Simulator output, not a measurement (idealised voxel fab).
process module | voxel self aligned vias
cross-section cut | 175 nm wide | cells 5 nm
A cross-section is a grid of square cells, given in bands from the top down. A band is one or more rows of cells.
Each band's line starts with the height of the band's top and of its bottom, in nm. Then come its materials from left to right, each with its width in nm. One material with "throughout" fills the band from edge to edge. "air" is empty space.
Height 0 is the level under which the wafer as received is all one material. The lowest band goes on downwards, as in "0 down".
A width such as "30 to 40" changes by the same amount from each row of cells to the next, from the band's top row to its bottom row.
"no change" after a step means that no cell of the cross-section changed.
closed voids: empty space of 8 cells or more with no open way to the top, each as width x height at its distance from the left edge, in nm
after a step's settings: what the simulator itself notes on the step
overlay nm, on a step with a mask: how far to the right of its planned place the mask lay; to the left if negative
plan
1 op RECEIVE | material Si
2 op CONFORMAL_DEP | material SiO2 | thk nm 10
3 op CONFORMAL_DEP | material SiCN | thk nm 5
4 op DIRECTIONAL_DEP | material lowk | thk nm 25
5 op MASKED_ETCH | tone open | mask id LINES | width nm 30 | pitch nm 75 | etch materials lowk | depth nm 25 | overlay nm -15
6 op CONFORMAL_DEP | material TiN | thk nm 5
7 op FILL_DEP | material Ru | thk nm 10
8 op CMP | height nm 40
9 op SELECTIVE_ETCH | etch materials W Ru TiN | depth nm 10
10 op FILL_DEP | material SiN | thk nm 10
11 op CMP | height nm 40
12 op DIRECTIONAL_DEP | material lowk | thk nm 20
13 op MASKED_ETCH | tone open | mask id VIAS | width nm 50 | etch materials lowk | depth nm 20 | overlay nm 0
14 op MASKED_ETCH | tone open | mask id VIAS | width nm 50 | etch materials SiN | depth nm 10 | overlay nm 0
15 op CONFORMAL_DEP | material TiN | thk nm 5
16 op FILL_DEP | material Cu | thk nm 5
17 op CMP | height nm 60
18 op CONFORMAL_DEP | material SiN | thk nm 5
varied across the wafers: overlay nm of step 5. The plan shows the first wafer's value. All wafers start alike
first wafer as received, after step 1
  0 down: Si throughout
  closed voids: none
each wafer at the end: cells of each material gained (+) or lost (-) since it was received, then its closed voids
overlay nm -15 | +30 Cu | +16 Ru | +35 SiCN | +49 SiN | +70 SiO2 | +40 TiN | +215 lowk | closed voids: none
overlay nm -10 | +32 Cu | +16 Ru | +35 SiCN | +47 SiN | +70 SiO2 | +40 TiN | +215 lowk | closed voids: none
overlay nm -5 | +32 Cu | +16 Ru | +35 SiCN | +47 SiN | +70 SiO2 | +40 TiN | +215 lowk | closed voids: none
overlay nm 0 | +32 Cu | +16 Ru | +35 SiCN | +47 SiN | +70 SiO2 | +40 TiN | +215 lowk | closed voids: none
overlay nm 5 | +32 Cu | +16 Ru | +35 SiCN | +47 SiN | +70 SiO2 | +40 TiN | +215 lowk | closed voids: none
overlay nm 10 | +32 Cu | +16 Ru | +35 SiCN | +47 SiN | +70 SiO2 | +40 TiN | +215 lowk | closed voids: none
overlay nm 15 | +30 Cu | +16 Ru | +35 SiCN | +49 SiN | +70 SiO2 | +40 TiN | +215 lowk | closed voids: none
